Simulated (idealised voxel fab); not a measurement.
process module | voxel released beams
cross-section cut | 285 nm wide | cells 5 nm
A cross-section is a grid of square cells, given in bands from the top down. A band is one or more rows of cells.
Each band's line starts with the height of the band's top and of its bottom, in nm. Then come its materials from left to right, each with its width in nm. One material with "throughout" fills the band from edge to edge. "air" is empty space.
Height 0 is the level under which the wafer as received is all one material. The lowest band goes on downwards, as in "0 down".
A width such as "30 to 40" changes by the same amount from each row of cells to the next, from the band's top row to its bottom row.
"no change" after a step means that no cell of the cross-section changed.
closed voids: empty space of 8 cells or more with no open way to the top, each as width x height at its distance from the left edge, in nm
after a step's settings: what the simulator itself notes on the step
overlay nm, on a step with a mask: how far to the right of its planned place the mask lay; to the left if negative
plan
1 op RECEIVE | material Si
2 op CONFORMAL_DEP | material SiN | thk nm 10
3 op DIRECTIONAL_DEP | material SiO2 | thk nm 10
4 op MASKED_ETCH | tone open | mask id ANCHOR | width nm 30 | etch materials SiO2 | depth nm 10 | overlay nm 0
5 op CONFORMAL_DEP | material polySi | thk nm 10
6 op DIRECTIONAL_DEP | material aC | thk nm 15
7 op PATTERN | tone cover | mask id BEAM | material resist | width nm 110 | thk nm 30 | overlay nm 0
8 op DIRECTIONAL_ETCH | etch materials aC | depth nm 5
9 op STRIP | etch materials resist
10 op DIRECTIONAL_ETCH | etch materials polySi | depth nm 10
11 op STRIP | etch materials aC
12 op STRIP | etch materials SiO2
varied across the wafers: depth nm of step 8. The plan shows the first wafer's value. All wafers start alike
first wafer as received, after step 1
  0 down: Si throughout
  closed voids: none
first wafer at the end, after step 12
  30 to 20: polySi 100 | air 10 | polySi 175
  20 to 10: SiO2 90 | polySi 30 | SiO2 165
  10 to 0: SiN throughout
  0 down: Si throughout
  closed voids: none
last wafer at the end
  30 to 20: air 85 | polySi 15 | air 10 | polySi 85 | air 90
  20 to 10: air 90 | polySi 30 | air 165
  10 to 0: SiN throughout
  0 down: Si throughout
  closed voids: none
each wafer at the end: cells of each material gained (+) or lost (-) since it was received, then its closed voids
depth nm 5 | +114 SiN | +102 SiO2 | +122 polySi | closed voids: none
depth nm 10 | +114 SiN | +102 SiO2 | +122 polySi | closed voids: none
depth nm 15 | +114 SiN | +52 polySi | closed voids: none
depth nm 20 | +114 SiN | +52 polySi | closed voids: none
depth nm 25 | +114 SiN | +52 polySi | closed voids: none
depth nm 30 | +114 SiN | +52 polySi | closed voids: none
